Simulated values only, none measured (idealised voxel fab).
The following process module bears the name voxel ribs on slabs.
The cross-section on display is named cut; it measures 150 nm wide, and its cells are 5 nm squares.
Each cross-section below is a grid of square cells, stated as bands in top-down order, with one or more rows of cells making up each band. First you get the band's top height and its bottom height, in nm, and then the materials it's made of, left to right, with each width in nm. If you see a single material with "all across", that one covers the band edge to edge. "air" is empty space. The level at which height equals 0 is the one under which the wafer, as it arrives, is entirely one material. No lower edge exists for the bottom band, which continues downward and is notated as in "from 0 down". Note: "30 to 40" means the width goes from the first number (top row of the band) to the second number (bottom row) in equal steps per row of cells. The cross-section has no changed cell in any step marked "no alteration". Empty spaces without an open route to the top, at least 8 cells in extent, make up the entry "Sealed void inventory"; each is given as width x height at distance, where the distance is measured from the left edge, and all are in nm. Note: text after step settings on the step line = simulator remark on that step. overlay nm: step with mask; distance mask lay right of planned place; negative value = left of planned place.
Steps in the process plan:
step 1: RECEIVE (material Si)
step 2: DIRECTIONAL_DEP (material SiO2; thk nm 25)
step 3: DIRECTIONAL_DEP (material polySi; thk nm 25)
step 4: MASKED_ETCH (tone cover; mask id RIB; width nm 20; etch materials polySi; depth nm 5; overlay nm 0)
step 5: MASKED_ETCH (tone cover; mask id SLAB; width nm 50; etch materials polySi; depth nm 20; overlay nm 0)
step 6: FILL_DEP (material SiO2; thk nm 25)
step 7: CMP (height nm 65)
step 8: DIRECTIONAL_DEP (material W; thk nm 5)
step 9: DIRECTIONAL_DEP (material aC; thk nm 10)
step 10: PATTERN (tone cover; mask id HEATER; material resist; width nm 30; thk nm 25; overlay nm 0)
step 11: DIRECTIONAL_ETCH (etch materials aC; depth nm 10)
step 12: STRIP (etch materials resist)
step 13: DIRECTIONAL_ETCH (etch materials W; depth nm 5)
step 14: STRIP (etch materials aC)
step 15: CONFORMAL_DEP (material SiN; thk nm 5)
First of the two wafers, run per plan:
Cross-section, incoming material, after step 1:
> from 0 down | Si all across
> Sealed void inventory: none
Upon completion of step 2, the wafer appears in cross-section as shown:
> from 25 to 0 | SiO2 all across
> Below 0 it's all the same as before, nothing changed down there.
Upon completion of step 3, the wafer appears in cross-section as shown:
> from 50 to 25 | polySi all across
> Below 25 it's all the same as before, nothing changed down there.
Upon completion of step 4, the wafer appears in cross-section as shown:
> from 50 to 45 | air 65 nm, polySi 20 nm, air 65 nm
> Below 45 it's all the same as before, nothing changed down there.
Upon completion of step 5, the wafer appears in cross-section as shown:
> from 50 to 45 | air 65 nm, polySi 20 nm, air 65 nm
> from 45 to 25 | air 50 nm, polySi 50 nm, air 50 nm
> Below 25 it's all the same as before, nothing changed down there.
Upon completion of step 6, the wafer appears in cross-section as shown:
> from 75 to 50 | SiO2 all across
> from 50 to 45 | SiO2 65 nm, polySi 20 nm, SiO2 65 nm
> from 45 to 25 | SiO2 50 nm, polySi 50 nm, SiO2 50 nm
> Below 25 it's all the same as before, nothing changed down there.
Upon completion of step 7, the wafer appears in cross-section as shown:
> from 65 to 50 | SiO2 all across
> Below 50 it's all the same as before, nothing changed down there.
Upon completion of step 8, the wafer appears in cross-section as shown:
> from 70 to 65 | W all across
> Below 65 it's all the same as before, nothing changed down there.
Upon completion of step 9, the wafer appears in cross-section as shown:
> from 80 to 70 | aC all across
> Below 70 it's all the same as before, nothing changed down there.
Upon completion of step 10, the wafer appears in cross-section as shown:
> from 105 to 80 | air 60 nm, resist 30 nm, air 60 nm
> Below 80 it's all the same as before, nothing changed down there.
Upon completion of step 11, the wafer appears in cross-section as shown:
> from 95 to 80 | air 60 nm, resist 30 nm, air 60 nm
> from 80 to 70 | air 60 nm, aC 30 nm, air 60 nm
> Below 70 it's all the same as before, nothing changed down there.
Upon completion of step 12, the wafer appears in cross-section as shown:
> from 80 to 70 | air 60 nm, aC 30 nm, air 60 nm
> Below 70 it's all the same as before, nothing changed down there.
Upon completion of step 13, the wafer appears in cross-section as shown:
> from 80 to 70 | air 60 nm, aC 30 nm, air 60 nm
> from 70 to 65 | air 60 nm, W 30 nm, air 60 nm
> Below 65 it's all the same as before, nothing changed down there.
Upon completion of step 14, the wafer appears in cross-section as shown:
> from 70 to 65 | air 60 nm, W 30 nm, air 60 nm
> Below 65 it's all the same as before, nothing changed down there.
Upon completion of step 15, the wafer appears in cross-section as shown:
> from 75 to 70 | air 55 nm, SiN 40 nm, air 55 nm
> from 70 to 65 | SiN 60 nm, W 30 nm, SiN 60 nm
> Below 65 it's all the same as before, nothing changed down there.
The second wafer: identical to the first at the outset and in its planned sequence, differing only in that one mistake was made during processing; up to and including step 2, its path is the first wafer's path:
Cross-section of the second wafer at the time by which step 3 should have been completed according to the plan:
> from 60 to 25 | polySi all across
> Below 25 it's all the same as before, nothing changed down there.
Cross-section of the second wafer at the time by which step 4 should have been completed according to the plan:
> from 60 to 55 | air 65 nm, polySi 20 nm, air 65 nm
> Below 55 it's all the same as before, nothing changed down there.
Cross-section of the second wafer at the time by which step 5 should have been completed according to the plan:
> from 60 to 55 | air 65 nm, polySi 20 nm, air 65 nm
> from 55 to 35 | air 50 nm, polySi 50 nm, air 50 nm
> Below 35 it's all the same as before, nothing changed down there.
Cross-section of the second wafer at the time by which step 6 should have been completed according to the plan:
> from 85 to 60 | SiO2 all across
> from 60 to 55 | SiO2 65 nm, polySi 20 nm, SiO2 65 nm
> from 55 to 35 | SiO2 50 nm, polySi 50 nm, SiO2 50 nm
> Below 35 it's all the same as before, nothing changed down there.
Cross-section of the second wafer at the time by which step 7 should have been completed according to the plan:
> from 65 to 60 | SiO2 all across
> Below 60 it's all the same as before, nothing changed down there.
Cross-section of the second wafer at the time by which step 8 should have been completed according to the plan:
> from 70 to 65 | W all across
> Below 65 it's all the same as before, nothing changed down there.
Cross-section of the second wafer at the time by which step 9 should have been completed according to the plan:
> from 80 to 70 | aC all across
> Below 70 it's all the same as before, nothing changed down there.
Cross-section of the second wafer at the time by which step 10 should have been completed according to the plan:
> from 105 to 80 | air 60 nm, resist 30 nm, air 60 nm
> Below 80 it's all the same as before, nothing changed down there.
Cross-section of the second wafer at the time by which step 11 should have been completed according to the plan:
> from 95 to 80 | air 60 nm, resist 30 nm, air 60 nm
> from 80 to 70 | air 60 nm, aC 30 nm, air 60 nm
> Below 70 it's all the same as before, nothing changed down there.
Cross-section of the second wafer at the time by which step 12 should have been completed according to the plan:
> from 80 to 70 | air 60 nm, aC 30 nm, air 60 nm
> Below 70 it's all the same as before, nothing changed down there.
Cross-section of the second wafer at the time by which step 13 should have been completed according to the plan:
> from 80 to 70 | air 60 nm, aC 30 nm, air 60 nm
> from 70 to 65 | air 60 nm, W 30 nm, air 60 nm
> Below 65 it's all the same as before, nothing changed down there.
Cross-section of the second wafer at the time by which step 14 should have been completed according to the plan:
> from 70 to 65 | air 60 nm, W 30 nm, air 60 nm
> Below 65 it's all the same as before, nothing changed down there.
Cross-section of the second wafer at the time by which step 15 should have been completed according to the plan:
> from 75 to 70 | air 55 nm, SiN 40 nm, air 55 nm
> from 70 to 65 | SiN 60 nm, W 30 nm, SiN 60 nm
> Below 65 it's all the same as before, nothing changed down there.
Which mistake was made when the wafer was run? step 3 went in with a setting other than planned; the actual run was DIRECTIONAL_DEP (material polySi; thk nm 35)
FYI, end of process, the second wafer has more or fewer cells of some materials than the first: SiO2: 60 fewer; polySi: 60 more
